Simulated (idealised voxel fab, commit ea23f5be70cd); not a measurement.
Proc. module: voxel self aligned contacts
For reference, the cross-section in this document is cut, with width 290 nm and square cells of 5 nm.
Cross-section, as written here: a square-cell grid given band by band from the top down, where a band holds one or more rows of cells. Heads up on the band format: heights come first, top then bottom, in nm. After that it's the materials left to right, each with its width in nm. A single material flagged "everywhere" fills the whole band edge to edge, and "empty" means there's empty space there. Convention: height 0 is the level below which the wafer, as received, is all one material. The lowest band does not terminate at the bottom but continues downward, represented as "z 0 and below". Width spec "30->40" -> top row of cells at first value, bottom row at second value, equal per-row change in between. Take "remained the same" at face value: in the step it is given for, the cross-section changed in none of its cells. Any empty space of 8 cells or more lacking an open way to the top shows up in "Sealed void inventory" as width x height at distance, distance from the left edge, in nm. That trailing text on a step's line, after the settings, is the simulator's own remark on the step. For masked steps, "overlay nm" on the step line gives how far right of plan the mask actually lay; a minus sign means it lay to the left.

## Here's what the planned process steps look like
1) RECEIVE: material Si
2) CONFORMAL_DEP: material SiO2, thk nm 5
3) DIRECTIONAL_DEP: material polySi, thk nm 25
4) DIRECTIONAL_DEP: material SiN, thk nm 15
5) PATTERN: tone cover, mask id GATE, material resist, width nm 35, pitch nm 60, thk nm 15, overlay nm 0
6) DIRECTIONAL_ETCH: etch materials SiN, depth nm 15
7) DIRECTIONAL_ETCH: etch materials polySi, depth nm 25
8) STRIP: etch materials resist
9) CONFORMAL_DEP: material SiN, thk nm 5
10) DIRECTIONAL_ETCH: etch materials SiN, depth nm 5
11) FILL_DEP: material SiO2, thk nm 20
12) CMP: height nm 55
13) DIRECTIONAL_DEP: material aC, thk nm 15
14) PATTERN: tone open, mask id CONTACT, material resist, width nm 35, thk nm 35, overlay nm 0
15) DIRECTIONAL_ETCH: etch materials aC, depth nm 15
16) STRIP: etch materials resist
17) DIRECTIONAL_ETCH: etch materials SiO2, depth nm 55
18) STRIP: etch materials aC
19) CONFORMAL_DEP: material TiN, thk nm 5
20) FILL_DEP: material Ru, thk nm 10
21) CMP: height nm 55
22) CONFORMAL_DEP: material SiCN, thk nm 5

## First of the two wafers, run per plan

## Cross-section of the wafer as it came to us, i.e., already through step 1
* z 0 and below: Si everywhere
* Sealed void inventory: none

## Wafer xsec, post step 2
* z 5 to 0: SiO2 everywhere
* For the remainder of the cross-section, below 0, there is no change.

## Wafer xsec, post step 3
* z 30 to 5: polySi everywhere
* For the remainder of the cross-section, below 5, there is no change.

## Wafer xsec, post step 4
* z 45 to 30: SiN everywhere
* For the remainder of the cross-section, below 30, there is no change.

## Wafer xsec, post step 5
* z 60 to 45: empty 95 nm; resist 35 nm; empty 25 nm; resist 35 nm; empty 100 nm
* For the remainder of the cross-section, below 45, there is no change.

## Wafer xsec, post step 6
* z 60 to 45: empty 95 nm; resist 35 nm; empty 25 nm; resist 35 nm; empty 100 nm
* z 45 to 30: empty 95 nm; SiN 35 nm; empty 25 nm; SiN 35 nm; empty 100 nm
* For the remainder of the cross-section, below 30, there is no change.

## Wafer xsec, post step 7
* z 60 to 45: empty 95 nm; resist 35 nm; empty 25 nm; resist 35 nm; empty 100 nm
* z 45 to 30: empty 95 nm; SiN 35 nm; empty 25 nm; SiN 35 nm; empty 100 nm
* z 30 to 5: empty 95 nm; polySi 35 nm; empty 25 nm; polySi 35 nm; empty 100 nm
* For the remainder of the cross-section, below 5, there is no change.

## Wafer xsec, post step 8
* z 45 to 30: empty 95 nm; SiN 35 nm; empty 25 nm; SiN 35 nm; empty 100 nm
* For the remainder of the cross-section, below 30, there is no change.

## Wafer xsec, post step 9
* z 50 to 30: empty 90 nm; SiN 45 nm; empty 15 nm; SiN 45 nm; empty 95 nm
* z 30 to 10: empty 90 nm; SiN 5 nm; polySi 35 nm; SiN 5 nm; empty 15 nm; SiN 5 nm; polySi 35 nm; SiN 5 nm; empty 95 nm
* z 10 to 5: SiN 95 nm; polySi 35 nm; SiN 25 nm; polySi 35 nm; SiN 100 nm
* For the remainder of the cross-section, below 5, there is no change.

## Wafer xsec, post step 10
* z 45 to 30: empty 90 nm; SiN 45 nm; empty 15 nm; SiN 45 nm; empty 95 nm
* z 30 to 5: empty 90 nm; SiN 5 nm; polySi 35 nm; SiN 5 nm; empty 15 nm; SiN 5 nm; polySi 35 nm; SiN 5 nm; empty 95 nm
* For the remainder of the cross-section, below 5, there is no change.

## Wafer xsec, post step 11
* z 65 to 45: SiO2 everywhere
* z 45 to 30: SiO2 90 nm; SiN 45 nm; SiO2 15 nm; SiN 45 nm; SiO2 95 nm
* z 30 to 5: SiO2 90 nm; SiN 5 nm; polySi 35 nm; SiN 5 nm; SiO2 15 nm; SiN 5 nm; polySi 35 nm; SiN 5 nm; SiO2 95 nm
* For the remainder of the cross-section, below 5, there is no change.

## Wafer xsec, post step 12
* z 55 to 45: SiO2 everywhere
* For the remainder of the cross-section, below 45, there is no change.

## Wafer xsec, post step 13
* z 70 to 55: aC everywhere
* For the remainder of the cross-section, below 55, there is no change.

## Wafer xsec, post step 14
* z 105 to 70: resist 125 nm; empty 35 nm; resist 130 nm
* For the remainder of the cross-section, below 70, there is no change.

## Wafer xsec, post step 15
* z 90 to 70: resist 125 nm; empty 35 nm; resist 130 nm
* z 70 to 55: aC 125 nm; empty 35 nm; aC 130 nm
* For the remainder of the cross-section, below 55, there is no change.

## Wafer xsec, post step 16
* z 70 to 55: aC 125 nm; empty 35 nm; aC 130 nm
* For the remainder of the cross-section, below 55, there is no change.

## Wafer xsec, post step 17
* z 70 to 55: aC 125 nm; empty 35 nm; aC 130 nm
* z 55 to 45: SiO2 125 nm; empty 35 nm; SiO2 130 nm
* z 45 to 30: SiO2 90 nm; SiN 45 nm; empty 15 nm; SiN 45 nm; SiO2 95 nm
* z 30 to 5: SiO2 90 nm; SiN 5 nm; polySi 35 nm; SiN 5 nm; empty 15 nm; SiN 5 nm; polySi 35 nm; SiN 5 nm; SiO2 95 nm
* z 5 to 0: SiO2 135 nm; empty 15 nm; SiO2 140 nm
* For the remainder of the cross-section, below 0, there is no change.

## Wafer xsec, post step 18
* z 55 to 45: SiO2 125 nm; empty 35 nm; SiO2 130 nm
* For the remainder of the cross-section, below 45, there is no change.

## Wafer xsec, post step 19
* z 60 to 55: TiN 130 nm; empty 25 nm; TiN 135 nm
* z 55 to 45: SiO2 125 nm; TiN 5->15 nm; empty 25->5 nm; TiN 5->15 nm; SiO2 130 nm
* z 45 to 30: SiO2 90 nm; SiN 45 nm; TiN 5 nm; empty 5 nm; TiN 5 nm; SiN 45 nm; SiO2 95 nm
* z 30 to 5: SiO2 90 nm; SiN 5 nm; polySi 35 nm; SiN 5 nm; TiN 5 nm; empty 5 nm; TiN 5 nm; SiN 5 nm; polySi 35 nm; SiN 5 nm; SiO2 95 nm
* z 5 to 0: SiO2 135 nm; TiN 15 nm; SiO2 140 nm
* For the remainder of the cross-section, below 0, there is no change.

## Wafer xsec, post step 20
* z 70 to 60: Ru everywhere
* z 60 to 55: TiN 130 nm; Ru 25 nm; TiN 135 nm
* z 55 to 45: SiO2 125 nm; TiN 5->15 nm; Ru 25->5 nm; TiN 5->15 nm; SiO2 130 nm
* z 45 to 30: SiO2 90 nm; SiN 45 nm; TiN 5 nm; Ru 5 nm; TiN 5 nm; SiN 45 nm; SiO2 95 nm
* z 30 to 5: SiO2 90 nm; SiN 5 nm; polySi 35 nm; SiN 5 nm; TiN 5 nm; Ru 5 nm; TiN 5 nm; SiN 5 nm; polySi 35 nm; SiN 5 nm; SiO2 95 nm
* For the remainder of the cross-section, below 5, there is no change.

## Wafer xsec, post step 21
* z 55 to 45: SiO2 125 nm; TiN 5->15 nm; Ru 25->5 nm; TiN 5->15 nm; SiO2 130 nm
* For the remainder of the cross-section, below 45, there is no change.

## Wafer xsec, post step 22
* z 60 to 55: SiCN everywhere
* For the remainder of the cross-section, below 55, there is no change.

## Second wafer. Start and plan as for the first. One mistake made in running. Agrees with the first up to and including step 5

## Cross-section of the second wafer at the time step 6 of the plan should have ended
* z 60 to 45: empty 95 nm; resist 35 nm; empty 25 nm; resist 35 nm; empty 100 nm
* z 45 to 35: empty 95 nm; SiN 35 nm; empty 25 nm; SiN 35 nm; empty 100 nm
* For the remainder of the cross-section, below 35, there is no change.

Cross-section of the second wafer at the time step 7 of the plan should have ended: remained the same

## Cross-section of the second wafer at the time step 8 of the plan should have ended
* z 45 to 35: empty 95 nm; SiN 35 nm; empty 25 nm; SiN 35 nm; empty 100 nm
* For the remainder of the cross-section, below 35, there is no change.

## Cross-section of the second wafer at the time step 9 of the plan should have ended
* z 50 to 40: empty 90 nm; SiN 45 nm; empty 15 nm; SiN 45 nm; empty 95 nm
* z 40 to 30: SiN everywhere
* For the remainder of the cross-section, below 30, there is no change.

## Cross-section of the second wafer at the time step 10 of the plan should have ended
* z 45 to 35: empty 90 nm; SiN 45 nm; empty 15 nm; SiN 45 nm; empty 95 nm
* For the remainder of the cross-section, below 35, there is no change.

## Cross-section of the second wafer at the time step 11 of the plan should have ended
* z 65 to 45: SiO2 everywhere
* z 45 to 35: SiO2 90 nm; SiN 45 nm; SiO2 15 nm; SiN 45 nm; SiO2 95 nm
* For the remainder of the cross-section, below 35, there is no change.

## Cross-section of the second wafer at the time step 12 of the plan should have ended
* z 55 to 45: SiO2 everywhere
* For the remainder of the cross-section, below 45, there is no change.

## Cross-section of the second wafer at the time step 13 of the plan should have ended
* z 70 to 55: aC everywhere
* For the remainder of the cross-section, below 55, there is no change.

## Cross-section of the second wafer at the time step 14 of the plan should have ended
* z 105 to 70: resist 125 nm; empty 35 nm; resist 130 nm
* For the remainder of the cross-section, below 70, there is no change.

## Cross-section of the second wafer at the time step 15 of the plan should have ended
* z 90 to 70: resist 125 nm; empty 35 nm; resist 130 nm
* z 70 to 55: aC 125 nm; empty 35 nm; aC 130 nm
* For the remainder of the cross-section, below 55, there is no change.

## Cross-section of the second wafer at the time step 16 of the plan should have ended
* z 70 to 55: aC 125 nm; empty 35 nm; aC 130 nm
* For the remainder of the cross-section, below 55, there is no change.

## Cross-section of the second wafer at the time step 17 of the plan should have ended
* z 70 to 55: aC 125 nm; empty 35 nm; aC 130 nm
* z 55 to 45: SiO2 125 nm; empty 35 nm; SiO2 130 nm
* z 45 to 35: SiO2 90 nm; SiN 45 nm; empty 15 nm; SiN 45 nm; SiO2 95 nm
* For the remainder of the cross-section, below 35, there is no change.

## Cross-section of the second wafer at the time step 18 of the plan should have ended
* z 55 to 45: SiO2 125 nm; empty 35 nm; SiO2 130 nm
* For the remainder of the cross-section, below 45, there is no change.

## Cross-section of the second wafer at the time step 19 of the plan should have ended
* z 60 to 55: TiN 130 nm; empty 25 nm; TiN 135 nm
* z 55 to 45: SiO2 125 nm; TiN 5->15 nm; empty 25->5 nm; TiN 5->15 nm; SiO2 130 nm
* z 45 to 40: SiO2 90 nm; SiN 45 nm; TiN 5 nm; empty 5 nm; TiN 5 nm; SiN 45 nm; SiO2 95 nm
* z 40 to 35: SiO2 90 nm; SiN 45 nm; TiN 15 nm; SiN 45 nm; SiO2 95 nm
* For the remainder of the cross-section, below 35, there is no change.

## Cross-section of the second wafer at the time step 20 of the plan should have ended
* z 70 to 60: Ru everywhere
* z 60 to 55: TiN 130 nm; Ru 25 nm; TiN 135 nm
* z 55 to 45: SiO2 125 nm; TiN 5->15 nm; Ru 25->5 nm; TiN 5->15 nm; SiO2 130 nm
* z 45 to 40: SiO2 90 nm; SiN 45 nm; TiN 5 nm; Ru 5 nm; TiN 5 nm; SiN 45 nm; SiO2 95 nm
* For the remainder of the cross-section, below 40, there is no change.

## Cross-section of the second wafer at the time step 21 of the plan should have ended
* z 55 to 45: SiO2 125 nm; TiN 5->15 nm; Ru 25->5 nm; TiN 5->15 nm; SiO2 130 nm
* For the remainder of the cross-section, below 45, there is no change.

## Cross-section of the second wafer at the time step 22 of the plan should have ended
* z 60 to 55: SiCN everywhere
* For the remainder of the cross-section, below 55, there is no change.
Error vs. plan: contrary to plan, step 6 was performed as DIRECTIONAL_ETCH: etch materials SiN, depth nm 10
Count the cells at the end and the second wafer has more or fewer of some materials than the first: Ru -7; SiN +20; SiO2 -219; TiN -14; polySi +220
